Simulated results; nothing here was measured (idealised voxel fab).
Name of the process module below: voxel capacitor over wiring
Xsec cut, 295 nm wide, square cell size 5 nm.
In what follows, cross-sections appear as grids of square cells, described through bands that run from the top down, where every band is one or more rows of cells. Top, bottom (nm), then materials left to right with widths (nm); lone material tagged "full width" fills the whole band edge to edge; "empty" = empty space. Height is counted from the level 0, under which the received wafer is composed throughout of one material. The lowest of the bands is not closed at the bottom but continues downward, in the notation "0..down". Read "30..40" as a graded width: first number on top, second number at the bottom, same change between each pair of neighbouring rows. "no change" (step): cross-section cells unchanged, all of them. "Tabulated closed voids" - sealed voids, min. 8 cells, no opening to top; format: width x height at distance (distance from left edge; nm throughout). The remark found on a step's line after its settings is issued by the simulator itself and pertains to that step. A step line may carry the setting "overlay nm", which, for steps involving a mask, states the distance by which the mask lay to the right of its intended position; negative values denote displacement to the left.
Process steps (planned)
| 1 | RECEIVE (material Si) |
| 2 | CONFORMAL_DEP (material SiO2; thk nm 10) |
| 3 | CONFORMAL_DEP (material SiN; thk nm 5) |
| 4 | DIRECTIONAL_DEP (material SiO2; thk nm 20) |
| 5 | PATTERN (tone open; mask id METAL_1; material resist; width nm 20; pitch nm 90; thk nm 15; overlay nm 0) |
| 6 | DIRECTIONAL_ETCH (etch materials SiO2; depth nm 20) |
| 7 | DIRECTIONAL_ETCH (etch materials SiN; depth nm 5) |
| 8 | STRIP (etch materials resist) |
| 9 | CONFORMAL_DEP (material TiN; thk nm 5) |
| 10 | FILL_DEP (material W; thk nm 5) |
| 11 | CMP (height nm 35) |
| 12 | CONFORMAL_DEP (material SiCN; thk nm 5) |
| 13 | DIRECTIONAL_DEP (material lowk; thk nm 10) |
| 14 | PATTERN (tone open; mask id PLUG_1; material resist; width nm 15; thk nm 15; overlay nm 0) |
| 15 | DIRECTIONAL_ETCH (etch materials lowk; depth nm 10) |
| 16 | DIRECTIONAL_ETCH (etch materials SiCN; depth nm 5) |
| 17 | STRIP (etch materials resist) |
| 18 | CONFORMAL_DEP (material TiN; thk nm 5) |
| 19 | FILL_DEP (material W; thk nm 10) |
| 20 | CMP (height nm 50) |
| 21 | DIRECTIONAL_DEP (material TiN; thk nm 10) |
| 22 | DIRECTIONAL_DEP (material Al2O3; thk nm 5) |
| 23 | DIRECTIONAL_DEP (material TiN; thk nm 5) |
| 24 | DIRECTIONAL_DEP (material aC; thk nm 15) |
| 25 | PATTERN (tone cover; mask id UPPER_PLATE; material resist; width nm 75; thk nm 35; overlay nm 0) |
| 26 | DIRECTIONAL_ETCH (etch materials aC; depth nm 15) |
| 27 | STRIP (etch materials resist) |
| 28 | DIRECTIONAL_ETCH (etch materials TiN; depth nm 5) |
| 29 | DIRECTIONAL_ETCH (etch materials Al2O3; depth nm 5) |
| 30 | STRIP (etch materials aC) |
| 31 | PATTERN (tone cover; mask id LOWER_PLATE; material resist; width nm 85; thk nm 20; overlay nm 0) |
| 32 | DIRECTIONAL_ETCH (etch materials TiN; depth nm 10) |
| 33 | STRIP (etch materials resist) |
| 34 | FILL_DEP (material SiO2; thk nm 20) |
| 35 | CMP (height nm 85) |
| 36 | PATTERN (tone open; mask id PLUG_2; material resist; width nm 15; thk nm 20; overlay nm 0) |
| 37 | DIRECTIONAL_ETCH (etch materials SiO2; depth nm 15) |
| 38 | STRIP (etch materials resist) |
| 39 | CONFORMAL_DEP (material TiN; thk nm 5) |
| 40 | FILL_DEP (material W; thk nm 10) |
| 41 | CMP (height nm 85) |
| 42 | CONFORMAL_DEP (material SiN; thk nm 5) |
Of two wafers, the first: run according to plan
So this is the incoming wafer in cross-section - it's already been through step 1
  0..down: Si full width
  Tabulated closed voids: none
The following cross-section depicts the wafer upon completion of step 2
  10..0: SiO2 full width
  Everything under 0 stays put, no change at all.
The following cross-section depicts the wafer upon completion of step 3
  15..10: SiN full width
  Everything under 10 stays put, no change at all.
The following cross-section depicts the wafer upon completion of step 4
  35..15: SiO2 full width
  Everything under 15 stays put, no change at all.
The following cross-section depicts the wafer upon completion of step 5
  50..35: resist 90 nm  empty 20 nm  resist 70 nm  empty 20 nm  resist 95 nm
  Everything under 35 stays put, no change at all.
The following cross-section depicts the wafer upon completion of step 6
  50..35: resist 90 nm  empty 20 nm  resist 70 nm  empty 20 nm  resist 95 nm
  35..15: SiO2 90 nm  empty 20 nm  SiO2 70 nm  empty 20 nm  SiO2 95 nm
  Everything under 15 stays put, no change at all.
The following cross-section depicts the wafer upon completion of step 7
  50..35: resist 90 nm  empty 20 nm  resist 70 nm  empty 20 nm  resist 95 nm
  35..15: SiO2 90 nm  empty 20 nm  SiO2 70 nm  empty 20 nm  SiO2 95 nm
  15..10: SiN 90 nm  empty 20 nm  SiN 70 nm  empty 20 nm  SiN 95 nm
  Everything under 10 stays put, no change at all.
The following cross-section depicts the wafer upon completion of step 8
  35..15: SiO2 90 nm  empty 20 nm  SiO2 70 nm  empty 20 nm  SiO2 95 nm
  Everything under 15 stays put, no change at all.
The following cross-section depicts the wafer upon completion of step 9
  40..35: TiN 95 nm  empty 10 nm  TiN 80 nm  empty 10 nm  TiN 100 nm
  35..15: SiO2 90 nm  TiN 5 nm  empty 10 nm  TiN 5 nm  SiO2 70 nm  TiN 5 nm  empty 10 nm  TiN 5 nm  SiO2 95 nm
  15..10: SiN 90 nm  TiN 20 nm  SiN 70 nm  TiN 20 nm  SiN 95 nm
  Everything under 10 stays put, no change at all.
The following cross-section depicts the wafer upon completion of step 10
  45..40: W full width
  40..35: TiN 95 nm  W 10 nm  TiN 80 nm  W 10 nm  TiN 100 nm
  35..15: SiO2 90 nm  TiN 5 nm  W 10 nm  TiN 5 nm  SiO2 70 nm  TiN 5 nm  W 10 nm  TiN 5 nm  SiO2 95 nm
  Everything under 15 stays put, no change at all.
The following cross-section depicts the wafer upon completion of step 11
  35..15: SiO2 90 nm  TiN 5 nm  W 10 nm  TiN 5 nm  SiO2 70 nm  TiN 5 nm  W 10 nm  TiN 5 nm  SiO2 95 nm
  Everything under 15 stays put, no change at all.
The following cross-section depicts the wafer upon completion of step 12
  40..35: SiCN full width
  Everything under 35 stays put, no change at all.
The following cross-section depicts the wafer upon completion of step 13
  50..40: lowk full width
  Everything under 40 stays put, no change at all.
The following cross-section depicts the wafer upon completion of step 14
  65..50: resist 95 nm  empty 15 nm  resist 185 nm
  Everything under 50 stays put, no change at all.
The following cross-section depicts the wafer upon completion of step 15
  65..50: resist 95 nm  empty 15 nm  resist 185 nm
  50..40: lowk 95 nm  empty 15 nm  lowk 185 nm
  Everything under 40 stays put, no change at all.
The following cross-section depicts the wafer upon completion of step 16
  65..50: resist 95 nm  empty 15 nm  resist 185 nm
  50..40: lowk 95 nm  empty 15 nm  lowk 185 nm
  40..35: SiCN 95 nm  empty 15 nm  SiCN 185 nm
  Everything under 35 stays put, no change at all.
The following cross-section depicts the wafer upon completion of step 17
  50..40: lowk 95 nm  empty 15 nm  lowk 185 nm
  Everything under 40 stays put, no change at all.
The following cross-section depicts the wafer upon completion of step 18
  55..50: TiN 100 nm  empty 5 nm  TiN 190 nm
  50..40: lowk 95 nm  TiN 5 nm  empty 5 nm  TiN 5 nm  lowk 185 nm
  40..35: SiCN 95 nm  TiN 15 nm  SiCN 185 nm
  Everything under 35 stays put, no change at all.
The following cross-section depicts the wafer upon completion of step 19
  65..55: W full width
  55..50: TiN 100 nm  W 5 nm  TiN 190 nm
  50..40: lowk 95 nm  TiN 5 nm  W 5 nm  TiN 5 nm  lowk 185 nm
  Everything under 40 stays put, no change at all.
The following cross-section depicts the wafer upon completion of step 20
  50..40: lowk 95 nm  TiN 5 nm  W 5 nm  TiN 5 nm  lowk 185 nm
  Everything under 40 stays put, no change at all.
The following cross-section depicts the wafer upon completion of step 21
  60..50: TiN full width
  Everything under 50 stays put, no change at all.
The following cross-section depicts the wafer upon completion of step 22
  65..60: Al2O3 full width
  Everything under 60 stays put, no change at all.
The following cross-section depicts the wafer upon completion of step 23
  70..65: TiN full width
  Everything under 65 stays put, no change at all.
The following cross-section depicts the wafer upon completion of step 24
  85..70: aC full width
  Everything under 70 stays put, no change at all.
The following cross-section depicts the wafer upon completion of step 25
  120..85: empty 95 nm  resist 75 nm  empty 125 nm
  Everything under 85 stays put, no change at all.
The following cross-section depicts the wafer upon completion of step 26
  105..85: empty 95 nm  resist 75 nm  empty 125 nm
  85..70: empty 95 nm  aC 75 nm  empty 125 nm
  Everything under 70 stays put, no change at all.
The following cross-section depicts the wafer upon completion of step 27
  85..70: empty 95 nm  aC 75 nm  empty 125 nm
  Everything under 70 stays put, no change at all.
The following cross-section depicts the wafer upon completion of step 28
  85..70: empty 95 nm  aC 75 nm  empty 125 nm
  70..65: empty 95 nm  TiN 75 nm  empty 125 nm
  Everything under 65 stays put, no change at all.
The following cross-section depicts the wafer upon completion of step 29
  85..70: empty 95 nm  aC 75 nm  empty 125 nm
  70..65: empty 95 nm  TiN 75 nm  empty 125 nm
  65..60: empty 95 nm  Al2O3 75 nm  empty 125 nm
  Everything under 60 stays put, no change at all.
The following cross-section depicts the wafer upon completion of step 30
  70..65: empty 95 nm  TiN 75 nm  empty 125 nm
  Everything under 65 stays put, no change at all.
The following cross-section depicts the wafer upon completion of step 31
  90..70: empty 90 nm  resist 85 nm  empty 120 nm
  70..65: empty 90 nm  resist 5 nm  TiN 75 nm  resist 5 nm  empty 120 nm
  65..60: empty 90 nm  resist 5 nm  Al2O3 75 nm  resist 5 nm  empty 120 nm
  Everything under 60 stays put, no change at all.
The following cross-section depicts the wafer upon completion of step 32
  90..70: empty 90 nm  resist 85 nm  empty 120 nm
  70..65: empty 90 nm  resist 5 nm  TiN 75 nm  resist 5 nm  empty 120 nm
  65..60: empty 90 nm  resist 5 nm  Al2O3 75 nm  resist 5 nm  empty 120 nm
  60..50: empty 90 nm  TiN 85 nm  empty 120 nm
  Everything under 50 stays put, no change at all.
The following cross-section depicts the wafer upon completion of step 33
  70..65: empty 95 nm  TiN 75 nm  empty 125 nm
  65..60: empty 95 nm  Al2O3 75 nm  empty 125 nm
  Everything under 60 stays put, no change at all.
The following cross-section depicts the wafer upon completion of step 34
  90..70: SiO2 full width
  70..65: SiO2 95 nm  TiN 75 nm  SiO2 125 nm
  65..60: SiO2 95 nm  Al2O3 75 nm  SiO2 125 nm
  60..50: SiO2 90 nm  TiN 85 nm  SiO2 120 nm
  Everything under 50 stays put, no change at all.
The following cross-section depicts the wafer upon completion of step 35
  85..70: SiO2 full width
  Everything under 70 stays put, no change at all.
The following cross-section depicts the wafer upon completion of step 36
  105..85: resist 105 nm  empty 15 nm  resist 175 nm
  Everything under 85 stays put, no change at all.
The following cross-section depicts the wafer upon completion of step 37
  105..85: resist 105 nm  empty 15 nm  resist 175 nm
  85..70: SiO2 105 nm  empty 15 nm  SiO2 175 nm
  Everything under 70 stays put, no change at all.
The following cross-section depicts the wafer upon completion of step 38
  85..70: SiO2 105 nm  empty 15 nm  SiO2 175 nm
  Everything under 70 stays put, no change at all.
The following cross-section depicts the wafer upon completion of step 39
  90..85: TiN 110 nm  empty 5 nm  TiN 180 nm
  85..75: SiO2 105 nm  TiN 5 nm  empty 5 nm  TiN 5 nm  SiO2 175 nm
  75..65: SiO2 105..95 nm  TiN 15..75 nm  SiO2 175..125 nm
  Everything under 65 stays put, no change at all.
The following cross-section depicts the wafer upon completion of step 40
  100..90: W full width
  90..85: TiN 110 nm  W 5 nm  TiN 180 nm
  85..75: SiO2 105 nm  TiN 5 nm  W 5 nm  TiN 5 nm  SiO2 175 nm
  Everything under 75 stays put, no change at all.
The following cross-section depicts the wafer upon completion of step 41
  85..75: SiO2 105 nm  TiN 5 nm  W 5 nm  TiN 5 nm  SiO2 175 nm
  Everything under 75 stays put, no change at all.
The following cross-section depicts the wafer upon completion of step 42
  90..85: SiN full width
  Everything under 85 stays put, no change at all.
Wafer two of two - same starting point, same process plan, one mistake in execution; matches wafer one up to and including step 13
Second wafer: cross-section at the scheduled end of step 14
  65..50: resist 95 nm  empty 20 nm  resist 180 nm
  Everything under 50 stays put, no change at all.
Second wafer: cross-section at the scheduled end of step 15
  65..50: resist 95 nm  empty 20 nm  resist 180 nm
  50..40: lowk 95 nm  empty 20 nm  lowk 180 nm
  Everything under 40 stays put, no change at all.
Second wafer: cross-section at the scheduled end of step 16
  65..50: resist 95 nm  empty 20 nm  resist 180 nm
  50..40: lowk 95 nm  empty 20 nm  lowk 180 nm
  40..35: SiCN 95 nm  empty 20 nm  SiCN 180 nm
  Everything under 35 stays put, no change at all.
Second wafer: cross-section at the scheduled end of step 17
  50..40: lowk 95 nm  empty 20 nm  lowk 180 nm
  Everything under 40 stays put, no change at all.
Second wafer: cross-section at the scheduled end of step 18
  55..50: TiN 100 nm  empty 10 nm  TiN 185 nm
  50..40: lowk 95 nm  TiN 5 nm  empty 10 nm  TiN 5 nm  lowk 180 nm
  40..35: SiCN 95 nm  TiN 20 nm  SiCN 180 nm
  Everything under 35 stays put, no change at all.
Second wafer: cross-section at the scheduled end of step 19
  65..55: W full width
  55..50: TiN 100 nm  W 10 nm  TiN 185 nm
  50..40: lowk 95 nm  TiN 5 nm  W 10 nm  TiN 5 nm  lowk 180 nm
  Everything under 40 stays put, no change at all.
Second wafer: cross-section at the scheduled end of step 20
  50..40: lowk 95 nm  TiN 5 nm  W 10 nm  TiN 5 nm  lowk 180 nm
  Everything under 40 stays put, no change at all.
Second wafer: cross-section at the scheduled end of step 21
  60..50: TiN full width
  Everything under 50 stays put, no change at all.
Second wafer: cross-section at the scheduled end of step 22
  65..60: Al2O3 full width
  Everything under 60 stays put, no change at all.
Second wafer: cross-section at the scheduled end of step 23
  70..65: TiN full width
  Everything under 65 stays put, no change at all.
Second wafer: cross-section at the scheduled end of step 24
  85..70: aC full width
  Everything under 70 stays put, no change at all.
Second wafer: cross-section at the scheduled end of step 25
  120..85: empty 95 nm  resist 75 nm  empty 125 nm
  Everything under 85 stays put, no change at all.
Second wafer: cross-section at the scheduled end of step 26
  105..85: empty 95 nm  resist 75 nm  empty 125 nm
  85..70: empty 95 nm  aC 75 nm  empty 125 nm
  Everything under 70 stays put, no change at all.
Second wafer: cross-section at the scheduled end of step 27
  85..70: empty 95 nm  aC 75 nm  empty 125 nm
  Everything under 70 stays put, no change at all.
Second wafer: cross-section at the scheduled end of step 28
  85..70: empty 95 nm  aC 75 nm  empty 125 nm
  70..65: empty 95 nm  TiN 75 nm  empty 125 nm
  Everything under 65 stays put, no change at all.
Second wafer: cross-section at the scheduled end of step 29
  85..70: empty 95 nm  aC 75 nm  empty 125 nm
  70..65: empty 95 nm  TiN 75 nm  empty 125 nm
  65..60: empty 95 nm  Al2O3 75 nm  empty 125 nm
  Everything under 60 stays put, no change at all.
Second wafer: cross-section at the scheduled end of step 30
  70..65: empty 95 nm  TiN 75 nm  empty 125 nm
  Everything under 65 stays put, no change at all.
Second wafer: cross-section at the scheduled end of step 31
  90..70: empty 90 nm  resist 85 nm  empty 120 nm
  70..65: empty 90 nm  resist 5 nm  TiN 75 nm  resist 5 nm  empty 120 nm
  65..60: empty 90 nm  resist 5 nm  Al2O3 75 nm  resist 5 nm  empty 120 nm
  Everything under 60 stays put, no change at all.
Second wafer: cross-section at the scheduled end of step 32
  90..70: empty 90 nm  resist 85 nm  empty 120 nm
  70..65: empty 90 nm  resist 5 nm  TiN 75 nm  resist 5 nm  empty 120 nm
  65..60: empty 90 nm  resist 5 nm  Al2O3 75 nm  resist 5 nm  empty 120 nm
  60..50: empty 90 nm  TiN 85 nm  empty 120 nm
  Everything under 50 stays put, no change at all.
Second wafer: cross-section at the scheduled end of step 33
  70..65: empty 95 nm  TiN 75 nm  empty 125 nm
  65..60: empty 95 nm  Al2O3 75 nm  empty 125 nm
  Everything under 60 stays put, no change at all.
Second wafer: cross-section at the scheduled end of step 34
  90..70: SiO2 full width
  70..65: SiO2 95 nm  TiN 75 nm  SiO2 125 nm
  65..60: SiO2 95 nm  Al2O3 75 nm  SiO2 125 nm
  60..50: SiO2 90 nm  TiN 85 nm  SiO2 120 nm
  Everything under 50 stays put, no change at all.
Second wafer: cross-section at the scheduled end of step 35
  85..70: SiO2 full width
  Everything under 70 stays put, no change at all.
Second wafer: cross-section at the scheduled end of step 36
  105..85: resist 105 nm  empty 15 nm  resist 175 nm
  Everything under 85 stays put, no change at all.
Second wafer: cross-section at the scheduled end of step 37
  105..85: resist 105 nm  empty 15 nm  resist 175 nm
  85..70: SiO2 105 nm  empty 15 nm  SiO2 175 nm
  Everything under 70 stays put, no change at all.
Second wafer: cross-section at the scheduled end of step 38
  85..70: SiO2 105 nm  empty 15 nm  SiO2 175 nm
  Everything under 70 stays put, no change at all.
Second wafer: cross-section at the scheduled end of step 39
  90..85: TiN 110 nm  empty 5 nm  TiN 180 nm
  85..75: SiO2 105 nm  TiN 5 nm  empty 5 nm  TiN 5 nm  SiO2 175 nm
  75..65: SiO2 105..95 nm  TiN 15..75 nm  SiO2 175..125 nm
  Everything under 65 stays put, no change at all.
Second wafer: cross-section at the scheduled end of step 40
  100..90: W full width
  90..85: TiN 110 nm  W 5 nm  TiN 180 nm
  85..75: SiO2 105 nm  TiN 5 nm  W 5 nm  TiN 5 nm  SiO2 175 nm
  Everything under 75 stays put, no change at all.
Second wafer: cross-section at the scheduled end of step 41
  85..75: SiO2 105 nm  TiN 5 nm  W 5 nm  TiN 5 nm  SiO2 175 nm
  Everything under 75 stays put, no change at all.
Second wafer: cross-section at the scheduled end of step 42
  90..85: SiN full width
  Everything under 85 stays put, no change at all.
Processing error: contrary to plan, step 14 was performed as PATTERN (tone open; mask id PLUG_1; material resist; width nm 20; thk nm 15; overlay nm 0)
Looking at both finished wafers in cells, the second ends up ahead of or behind the first on some materials: -1 SiCN | +1 TiN | +2 W | -2 lowk
